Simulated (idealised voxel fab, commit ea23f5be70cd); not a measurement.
Process module in this document: voxel wiring stack
Square cells of 5 nm make up the cross-section cut, whose width is 225 nm.
Heads up, the way a cross-section reads in here is a grid of square cells, handed over as bands from the top down, with every band being one or more rows of cells.
Heights first: top, then bottom, in nm. Then materials, left to right, each with a width in nm. "edge to edge" on a single material: fills the band edge to edge. "blank": empty space.
We count height from 0. Below that, the starting wafer is all one material. The lowest band never ends at the bottom but goes on down; see "top 0, no bottom" for how that is written.
So if you see something like "30->40" for the width, read it as the top row of the band sitting at the first number and the bottom row at the second, with every row in between moving by the same amount as the last.
You'll sometimes find "nothing was modified" written for a step, and that's the way of saying that nowhere in the cross-section did a cell change during that step.
Basically, "Internal closed voids" tells you about the enclosed voids: empty spaces with no open way to the top, 8 cells or bigger, each written width x height at distance, where distance is from the left edge, all in nm.
On a step's line, text after the settings is the simulator commenting on that step.
If you see "overlay nm" on a step's line and that step has a mask, it's telling you how far right of where it was planned the mask ended up; a negative number means it went left instead.

**Listed below are the process steps as planned**
1,RECEIVE | material Si
2,CONFORMAL_DEP | material SiO2 | thk nm 10
3,CONFORMAL_DEP | material SiCN | thk nm 5
4,DIRECTIONAL_DEP | material SiO2 | thk nm 15
5,DIRECTIONAL_DEP | material aC | thk nm 15
6,PATTERN | tone open | mask id METAL_1 | material resist | width nm 15 | pitch nm 50 | thk nm 30 | overlay nm 0
7,DIRECTIONAL_ETCH | etch materials aC | depth nm 15
8,STRIP | etch materials resist
9,DIRECTIONAL_ETCH | etch materials SiO2 | depth nm 15
10,DIRECTIONAL_ETCH | etch materials SiCN | depth nm 5
11,STRIP | etch materials aC
12,CONFORMAL_DEP | material TiN | thk nm 5
13,FILL_DEP | material Cu | thk nm 10
14,CMP | height nm 30
15,CONFORMAL_DEP | material SiCN | thk nm 5
16,DIRECTIONAL_DEP | material lowk | thk nm 15
17,MASKED_ETCH | tone open | mask id PLUG_1 | width nm 15 | pitch nm 50 | etch materials lowk | depth nm 15 | overlay nm 0
18,MASKED_ETCH | tone open | mask id PLUG_1 | width nm 15 | pitch nm 50 | etch materials SiCN | depth nm 5 | overlay nm 0
19,CONFORMAL_DEP | material TiN | thk nm 5
20,FILL_DEP | material Ru | thk nm 10
21,CMP | height nm 50
22,DIRECTIONAL_DEP | material TiN | thk nm 5
23,DIRECTIONAL_DEP | material W | thk nm 15
24,PATTERN | tone cover | mask id METAL_2 | material resist | width nm 25 | pitch nm 50 | thk nm 20 | overlay nm 0
25,DIRECTIONAL_ETCH | etch materials W | depth nm 15
26,DIRECTIONAL_ETCH | etch materials TiN | depth nm 5
27,STRIP | etch materials resist
28,CONFORMAL_DEP | material SiN | thk nm 5
29,FILL_DEP | material lowk | thk nm 5
30,CMP | height nm 70
31,CONFORMAL_DEP | material SiCN | thk nm 5
What sets these wafers apart? The width nm at step 6. They all start alike, and the plan carries the first wafer's value.

**Incoming state of the first of several wafers in cross-section: after step 1**
* top 0, no bottom | Si edge to edge
* Internal closed voids: none

**Where each wafer stands at the end of the module, a row apiece: cells of each material gained (+) or lost (-) since it was received, then closed voids**
width nm 15; +6 Cu; +6 Ru; +123 SiCN; +47 SiN; +207 SiO2; +46 TiN; +30 W; +210 lowk; Internal closed voids: none
width nm 20; +12 Cu; +6 Ru; +121 SiCN; +47 SiN; +201 SiO2; +48 TiN; +30 W; +210 lowk; Internal closed voids: none
width nm 25; +18 Cu; +6 Ru; +119 SiCN; +47 SiN; +195 SiO2; +50 TiN; +30 W; +210 lowk; Internal closed voids: none
width nm 30; +24 Cu; +6 Ru; +117 SiCN; +47 SiN; +189 SiO2; +52 TiN; +30 W; +210 lowk; Internal closed voids: none
width nm 35; +30 Cu; +6 Ru; +115 SiCN; +47 SiN; +183 SiO2; +54 TiN; +30 W; +210 lowk; Internal closed voids: none
